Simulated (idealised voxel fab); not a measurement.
process module | voxel capacitor over wiring
cross-section cut | 240 nm wide | cells 5 nm
A cross-section is a grid of square cells, given in bands from the top down. A band is one or more rows of cells.
Each band's line starts with the height of the band's top and of its bottom, in nm. Then come its materials from left to right, each with its width in nm. One material with "throughout" fills the band from edge to edge. "air" is empty space.
Height 0 is the level under which the wafer as received is all one material. The lowest band goes on downwards, as in "0 down".
A width such as "30 to 40" changes by the same amount from each row of cells to the next, from the band's top row to its bottom row.
"no change" after a step means that no cell of the cross-section changed.
closed voids: empty space of 8 cells or more with no open way to the top, each as width x height at its distance from the left edge, in nm
after a step's settings: what the simulator itself notes on the step
overlay nm, on a step with a mask: how far to the right of its planned place the mask lay; to the left if negative
plan
1 op RECEIVE | material Si
2 op CONFORMAL_DEP | material SiO2 | thk nm 10
3 op CONFORMAL_DEP | material SiCN | thk nm 5
4 op DIRECTIONAL_DEP | material lowk | thk nm 20
5 op DIRECTIONAL_DEP | material aC | thk nm 10
6 op PATTERN | tone open | mask id METAL_1 | material resist | width nm 30 | pitch nm 80 | thk nm 30 | overlay nm 0
7 op DIRECTIONAL_ETCH | etch materials aC | depth nm 10
8 op STRIP | etch materials resist
9 op DIRECTIONAL_ETCH | etch materials lowk | depth nm 20
10 op DIRECTIONAL_ETCH | etch materials SiCN | depth nm 5
11 op STRIP | etch materials aC
12 op CONFORMAL_DEP | material TiN | thk nm 5
13 op FILL_DEP | material Cu | thk nm 5
14 op CMP | height nm 35
15 op EPI | material Ru | thk nm 5
16 op FILL_DEP | material SiCN | thk nm 5
17 op DIRECTIONAL_DEP | material SiO2 | thk nm 20
18 op DIRECTIONAL_DEP | material aC | thk nm 15
19 op PATTERN | tone open | mask id PLUG_1 | material resist | width nm 15 | thk nm 35 | overlay nm 0
20 op DIRECTIONAL_ETCH | etch materials aC | depth nm 15
21 op STRIP | etch materials resist
22 op DIRECTIONAL_ETCH | etch materials SiO2 | depth nm 20
23 op DIRECTIONAL_ETCH | etch materials SiCN | depth nm 5
24 op STRIP | etch materials aC
25 op EPI | material Ru | thk nm 10
26 op EPI | material Ru | thk nm 10
27 op EPI | material Ru | thk nm 5
28 op DIRECTIONAL_DEP | material TiN | thk nm 5
29 op DIRECTIONAL_DEP | material SiN | thk nm 5
30 op DIRECTIONAL_DEP | material TiN | thk nm 10
31 op DIRECTIONAL_DEP | material aC | thk nm 15
32 op PATTERN | tone cover | mask id UPPER_PLATE | material resist | width nm 55 | thk nm 35 | overlay nm 0
33 op DIRECTIONAL_ETCH | etch materials aC | depth nm 15
34 op STRIP | etch materials resist
35 op DIRECTIONAL_ETCH | etch materials TiN | depth nm 10
36 op DIRECTIONAL_ETCH | etch materials SiN | depth nm 5
37 op STRIP | etch materials aC
38 op MASKED_ETCH | tone cover | mask id LOWER_PLATE | width nm 65 | etch materials TiN | depth nm 5 | overlay nm 0
39 op FILL_DEP | material SiO2 | thk nm 15
40 op CMP | height nm 95
41 op MASKED_ETCH | tone open | mask id PLUG_2 | width nm 15 | etch materials SiO2 | depth nm 10 | overlay nm 0
42 op CONFORMAL_DEP | material TiN | thk nm 5
43 op FILL_DEP | material Ru | thk nm 5
44 op CMP | height nm 95
45 op CONFORMAL_DEP | material SiN | thk nm 5
first wafer, as planned
as received, after step 1
  0 down: Si throughout
  closed voids: none
after step 2
  10 to 0: SiO2 throughout
  below 0: unchanged
after step 3
  15 to 10: SiCN throughout
  below 10: unchanged
after step 4
  35 to 15: lowk throughout
  below 15: unchanged
after step 5
  45 to 35: aC throughout
  below 35: unchanged
after step 6
  75 to 45: resist 65 | air 30 | resist 50 | air 30 | resist 65
  below 45: unchanged
after step 7
  65 to 45: resist 65 | air 30 | resist 50 | air 30 | resist 65
  45 to 35: aC 65 | air 30 | aC 50 | air 30 | aC 65
  below 35: unchanged
after step 8
  45 to 35: aC 65 | air 30 | aC 50 | air 30 | aC 65
  below 35: unchanged
after step 9
  45 to 35: aC 65 | air 30 | aC 50 | air 30 | aC 65
  35 to 15: lowk 65 | air 30 | lowk 50 | air 30 | lowk 65
  below 15: unchanged
after step 10
  45 to 35: aC 65 | air 30 | aC 50 | air 30 | aC 65
  35 to 15: lowk 65 | air 30 | lowk 50 | air 30 | lowk 65
  15 to 10: SiCN 65 | air 30 | SiCN 50 | air 30 | SiCN 65
  below 10: unchanged
after step 11
  35 to 15: lowk 65 | air 30 | lowk 50 | air 30 | lowk 65
  below 15: unchanged
after step 12
  40 to 35: TiN 70 | air 20 | TiN 60 | air 20 | TiN 70
  35 to 15: lowk 65 | TiN 5 | air 20 | TiN 5 | lowk 50 | TiN 5 | air 20 | TiN 5 | lowk 65
  15 to 10: SiCN 65 | TiN 30 | SiCN 50 | TiN 30 | SiCN 65
  below 10: unchanged
after step 13
  45 to 40: Cu throughout
  40 to 35: TiN 70 | Cu 20 | TiN 60 | Cu 20 | TiN 70
  35 to 15: lowk 65 | TiN 5 | Cu 20 | TiN 5 | lowk 50 | TiN 5 | Cu 20 | TiN 5 | lowk 65
  below 15: unchanged
after step 14
  35 to 15: lowk 65 | TiN 5 | Cu 20 | TiN 5 | lowk 50 | TiN 5 | Cu 20 | TiN 5 | lowk 65
  below 15: unchanged
after step 15
  40 to 35: air 60 | Ru 40 | air 40 | Ru 40 | air 60
  below 35: unchanged
after step 16
  45 to 40: SiCN throughout
  40 to 35: SiCN 60 | Ru 40 | SiCN 40 | Ru 40 | SiCN 60
  below 35: unchanged
after step 17
  65 to 45: SiO2 throughout
  below 45: unchanged
after step 18
  80 to 65: aC throughout
  below 65: unchanged
after step 19
  115 to 80: resist 80 | air 15 | resist 145
  below 80: unchanged
after step 20
  100 to 80: resist 80 | air 15 | resist 145
  80 to 65: aC 80 | air 15 | aC 145
  below 65: unchanged
after step 21
  80 to 65: aC 80 | air 15 | aC 145
  below 65: unchanged
after step 22
  80 to 65: aC 80 | air 15 | aC 145
  65 to 45: SiO2 80 | air 15 | SiO2 145
  below 45: unchanged
after step 23
  80 to 65: aC 80 | air 15 | aC 145
  65 to 45: SiO2 80 | air 15 | SiO2 145
  45 to 40: SiCN 80 | air 15 | SiCN 145
  below 40: unchanged
after step 24
  65 to 45: SiO2 80 | air 15 | SiO2 145
  below 45: unchanged
after step 25
  65 to 50: SiO2 80 | air 15 | SiO2 145
  50 to 45: SiO2 80 | Ru 15 | SiO2 145
  45 to 40: SiCN 80 | Ru 15 | SiCN 145
  below 40: unchanged
after step 26
  65 to 60: SiO2 80 | air 15 | SiO2 145
  60 to 45: SiO2 80 | Ru 15 | SiO2 145
  below 45: unchanged
after step 27
  65 to 45: SiO2 80 | Ru 15 | SiO2 145
  below 45: unchanged
after step 28
  70 to 65: TiN throughout
  below 65: unchanged
after step 29
  75 to 70: SiN throughout
  below 70: unchanged
after step 30
  85 to 75: TiN throughout
  below 75: unchanged
after step 31
  100 to 85: aC throughout
  below 85: unchanged
after step 32
  135 to 100: air 80 | resist 55 | air 105
  below 100: unchanged
after step 33
  120 to 100: air 80 | resist 55 | air 105
  100 to 85: air 80 | aC 55 | air 105
  below 85: unchanged
after step 34
  100 to 85: air 80 | aC 55 | air 105
  below 85: unchanged
after step 35
  100 to 85: air 80 | aC 55 | air 105
  85 to 75: air 80 | TiN 55 | air 105
  below 75: unchanged
after step 36
  100 to 85: air 80 | aC 55 | air 105
  85 to 75: air 80 | TiN 55 | air 105
  75 to 70: air 80 | SiN 55 | air 105
  below 70: unchanged
after step 37
  85 to 75: air 80 | TiN 55 | air 105
  below 75: unchanged
after step 38
  85 to 75: air 80 | TiN 55 | air 105
  75 to 70: air 80 | SiN 55 | air 105
  70 to 65: air 75 | TiN 65 | air 100
  below 65: unchanged
after step 39
  100 to 85: SiO2 throughout
  85 to 75: SiO2 80 | TiN 55 | SiO2 105
  75 to 70: SiO2 80 | SiN 55 | SiO2 105
  70 to 65: SiO2 75 | TiN 65 | SiO2 100
  below 65: unchanged
after step 40
  95 to 85: SiO2 throughout
  below 85: unchanged
after step 41
  95 to 85: SiO2 90 | air 15 | SiO2 135
  below 85: unchanged
after step 42
  100 to 95: TiN 95 | air 5 | TiN 140
  95 to 90: SiO2 90 | TiN 5 | air 5 | TiN 5 | SiO2 135
  90 to 85: SiO2 90 | TiN 15 | SiO2 135
  below 85: unchanged
after step 43
  105 to 100: Ru throughout
  100 to 95: TiN 95 | Ru 5 | TiN 140
  95 to 90: SiO2 90 | TiN 5 | Ru 5 | TiN 5 | SiO2 135
  below 90: unchanged
after step 44
  95 to 90: SiO2 90 | TiN 5 | Ru 5 | TiN 5 | SiO2 135
  below 90: unchanged
after step 45
  100 to 95: SiN throughout
  below 95: unchanged
second wafer: like start, like plan, one mistake. Through step 40 it matches the first wafer
when step 41 should have ended
  95 to 85: air 90 | SiO2 15 | air 135
  below 85: unchanged
when step 42 should have ended
  100 to 95: air 85 | TiN 25 | air 130
  95 to 90: air 85 | TiN 5 | SiO2 15 | TiN 5 | air 130
  90 to 85: TiN 90 | SiO2 15 | TiN 135
  below 85: unchanged
when step 43 should have ended
  105 to 100: Ru throughout
  100 to 95: Ru 85 | TiN 25 | Ru 130
  95 to 90: Ru 85 | TiN 5 | SiO2 15 | TiN 5 | Ru 130
  below 90: unchanged
when step 44 should have ended
  95 to 90: Ru 85 | TiN 5 | SiO2 15 | TiN 5 | Ru 130
  below 90: unchanged
when step 45 should have ended
  100 to 95: SiN throughout
  below 95: unchanged
what went wrong: step 41 ran as: op MASKED_ETCH | tone cover | mask id PLUG_2 | width nm 15 | etch materials SiO2 | depth nm 10 | overlay nm 0
at the end the second wafer has, in cells: 42 more of Ru | 84 fewer of SiO2 | 42 more of TiN
